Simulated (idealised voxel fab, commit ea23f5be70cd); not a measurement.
This is a process module. Its name is voxel self aligned vias.
The cross-section shown here is cut; it is 185 nm wide and divided into square cells measuring 5 nm on a side.
A cross-section is a grid of square cells, given in bands from the top down. A band is one or more rows of cells. Heights first: top, then bottom, in nm. Then materials, left to right, each with a width in nm. "full width" on a single material: fills the band edge to edge. "empty": empty space. It should be noted that heights are counted from 0, beneath which the wafer as supplied is of one material throughout, and that the lowest band possesses no lower boundary but continues downward, as written in "0 -> down". You'd read "30->40" like this: the band's top row of cells is as wide as the first number, its bottom row is as wide as the second, and going down, every row changes width by the same amount as the row before did. The designation "no modifications", where it is given for a processing step, indicates that no cell of the cross-section was altered in the course of that step. Each empty space that has no open way to the top and spans at least 8 cells appears under "Enclosed internal cavities" as width x height at distance, the distance counted from the left edge, all in nm. after a step's settings: what the simulator itself notes on the step. overlay nm: step with mask; distance mask lay right of planned place; negative value = left of planned place.
[Planned process steps]
1 RECEIVE (material Si)
2 CONFORMAL_DEP (material SiO2; thk nm 10)
3 CONFORMAL_DEP (material SiCN; thk nm 5)
4 DIRECTIONAL_DEP (material SiO2; thk nm 30)
5 PATTERN (tone open; mask id LINES; material resist; width nm 20; pitch nm 55; thk nm 15; overlay nm 0)
6 DIRECTIONAL_ETCH (etch materials SiO2; depth nm 30)
7 STRIP (etch materials resist)
8 CONFORMAL_DEP (material TiN; thk nm 5)
9 FILL_DEP (material Ru; thk nm 10)
10 CMP (height nm 45)
11 SELECTIVE_ETCH (etch materials W Ru TiN; depth nm 5)
12 FILL_DEP (material SiN; thk nm 10)
13 CMP (height nm 45)
14 DIRECTIONAL_DEP (material SiO2; thk nm 15)
15 PATTERN (tone open; mask id VIAS; material resist; width nm 30; pitch nm 55; thk nm 20; overlay nm 0)
16 DIRECTIONAL_ETCH (etch materials SiO2; depth nm 15)
17 DIRECTIONAL_ETCH (etch materials SiN; depth nm 5)
18 STRIP (etch materials resist)
19 CONFORMAL_DEP (material TiN; thk nm 5)
20 FILL_DEP (material Cu; thk nm 10)
21 CMP (height nm 60)
22 CONFORMAL_DEP (material SiN; thk nm 5)
[First wafer, two in total, run as planned]
[Cross-section of the wafer upon arrival, representing the state reached after step 1]
  0 -> down | Si full width
  Enclosed internal cavities: none
[Presented here is a cross-section of the wafer after step 2 has been performed]
  10 -> 0 | SiO2 full width
  Note: structure below 0 unchanged.
[Presented here is a cross-section of the wafer after step 3 has been performed]
  15 -> 10 | SiCN full width
  Note: structure below 10 unchanged.
[Presented here is a cross-section of the wafer after step 4 has been performed]
  45 -> 15 | SiO2 full width
  Note: structure below 15 unchanged.
[Presented here is a cross-section of the wafer after step 5 has been performed]
  60 -> 45 | resist: 55, empty: 20, resist: 35, empty: 20, resist: 55
  Note: structure below 45 unchanged.
[Presented here is a cross-section of the wafer after step 6 has been performed]
  60 -> 45 | resist: 55, empty: 20, resist: 35, empty: 20, resist: 55
  45 -> 15 | SiO2: 55, empty: 20, SiO2: 35, empty: 20, SiO2: 55
  Note: structure below 15 unchanged.
[Presented here is a cross-section of the wafer after step 7 has been performed]
  45 -> 15 | SiO2: 55, empty: 20, SiO2: 35, empty: 20, SiO2: 55
  Note: structure below 15 unchanged.
[Presented here is a cross-section of the wafer after step 8 has been performed]
  50 -> 45 | TiN: 60, empty: 10, TiN: 45, empty: 10, TiN: 60
  45 -> 20 | SiO2: 55, TiN: 5, empty: 10, TiN: 5, SiO2: 35, TiN: 5, empty: 10, TiN: 5, SiO2: 55
  20 -> 15 | SiO2: 55, TiN: 20, SiO2: 35, TiN: 20, SiO2: 55
  Note: structure below 15 unchanged.
[Presented here is a cross-section of the wafer after step 9 has been performed]
  60 -> 50 | Ru full width
  50 -> 45 | TiN: 60, Ru: 10, TiN: 45, Ru: 10, TiN: 60
  45 -> 20 | SiO2: 55, TiN: 5, Ru: 10, TiN: 5, SiO2: 35, TiN: 5, Ru: 10, TiN: 5, SiO2: 55
  Note: structure below 20 unchanged.
[Presented here is a cross-section of the wafer after step 10 has been performed]
  45 -> 20 | SiO2: 55, TiN: 5, Ru: 10, TiN: 5, SiO2: 35, TiN: 5, Ru: 10, TiN: 5, SiO2: 55
  Note: structure below 20 unchanged.
[Presented here is a cross-section of the wafer after step 11 has been performed]
  45 -> 40 | SiO2: 55, empty: 20, SiO2: 35, empty: 20, SiO2: 55
  Note: structure below 40 unchanged.
[Presented here is a cross-section of the wafer after step 12 has been performed]
  55 -> 45 | SiN full width
  45 -> 40 | SiO2: 55, SiN: 20, SiO2: 35, SiN: 20, SiO2: 55
  Note: structure below 40 unchanged.
[Presented here is a cross-section of the wafer after step 13 has been performed]
  45 -> 40 | SiO2: 55, SiN: 20, SiO2: 35, SiN: 20, SiO2: 55
  Note: structure below 40 unchanged.
[Presented here is a cross-section of the wafer after step 14 has been performed]
  60 -> 45 | SiO2 full width
  Note: structure below 45 unchanged.
[Presented here is a cross-section of the wafer after step 15 has been performed]
  80 -> 60 | resist: 50, empty: 30, resist: 25, empty: 30, resist: 50
  Note: structure below 60 unchanged.
[Presented here is a cross-section of the wafer after step 16 has been performed]
  80 -> 60 | resist: 50, empty: 30, resist: 25, empty: 30, resist: 50
  60 -> 45 | SiO2: 50, empty: 30, SiO2: 25, empty: 30, SiO2: 50
  Note: structure below 45 unchanged.
[Presented here is a cross-section of the wafer after step 17 has been performed]
  80 -> 60 | resist: 50, empty: 30, resist: 25, empty: 30, resist: 50
  60 -> 45 | SiO2: 50, empty: 30, SiO2: 25, empty: 30, SiO2: 50
  45 -> 40 | SiO2: 55, empty: 20, SiO2: 35, empty: 20, SiO2: 55
  Note: structure below 40 unchanged.
[Presented here is a cross-section of the wafer after step 18 has been performed]
  60 -> 45 | SiO2: 50, empty: 30, SiO2: 25, empty: 30, SiO2: 50
  Note: structure below 45 unchanged.
[Presented here is a cross-section of the wafer after step 19 has been performed]
  65 -> 60 | TiN: 55, empty: 20, TiN: 35, empty: 20, TiN: 55
  60 -> 50 | SiO2: 50, TiN: 5, empty: 20, TiN: 5, SiO2: 25, TiN: 5, empty: 20, TiN: 5, SiO2: 50
  50 -> 45 | SiO2: 50, TiN: 10, empty: 10, TiN: 10, SiO2: 25, TiN: 10, empty: 10, TiN: 10, SiO2: 50
  45 -> 40 | SiO2: 55, TiN: 20, SiO2: 35, TiN: 20, SiO2: 55
  Note: structure below 40 unchanged.
[Presented here is a cross-section of the wafer after step 20 has been performed]
  75 -> 65 | Cu full width
  65 -> 60 | TiN: 55, Cu: 20, TiN: 35, Cu: 20, TiN: 55
  60 -> 50 | SiO2: 50, TiN: 5, Cu: 20, TiN: 5, SiO2: 25, TiN: 5, Cu: 20, TiN: 5, SiO2: 50
  50 -> 45 | SiO2: 50, TiN: 10, Cu: 10, TiN: 10, SiO2: 25, TiN: 10, Cu: 10, TiN: 10, SiO2: 50
  Note: structure below 45 unchanged.
[Presented here is a cross-section of the wafer after step 21 has been performed]
  60 -> 50 | SiO2: 50, TiN: 5, Cu: 20, TiN: 5, SiO2: 25, TiN: 5, Cu: 20, TiN: 5, SiO2: 50
  Note: structure below 50 unchanged.
[Presented here is a cross-section of the wafer after step 22 has been performed]
  65 -> 60 | SiN full width
  Note: structure below 60 unchanged.
[Second Wafer (Identical Start and Plan, One Processing Error; Matches First Wafer Through Step 20)]
Cross-section of the second wafer corresponding to the planned conclusion of step 21: no modifications
[Cross-section of the second wafer corresponding to the planned conclusion of step 22]
  80 -> 75 | SiN full width
  Note: structure below 75 unchanged.
The mistake made against the process plan was this: heads up, step 21 of the plan was skipped and never actually ran
Looking at both finished wafers in cells, the second ends up ahead of or behind the first on some materials: +82 Cu, +29 TiN
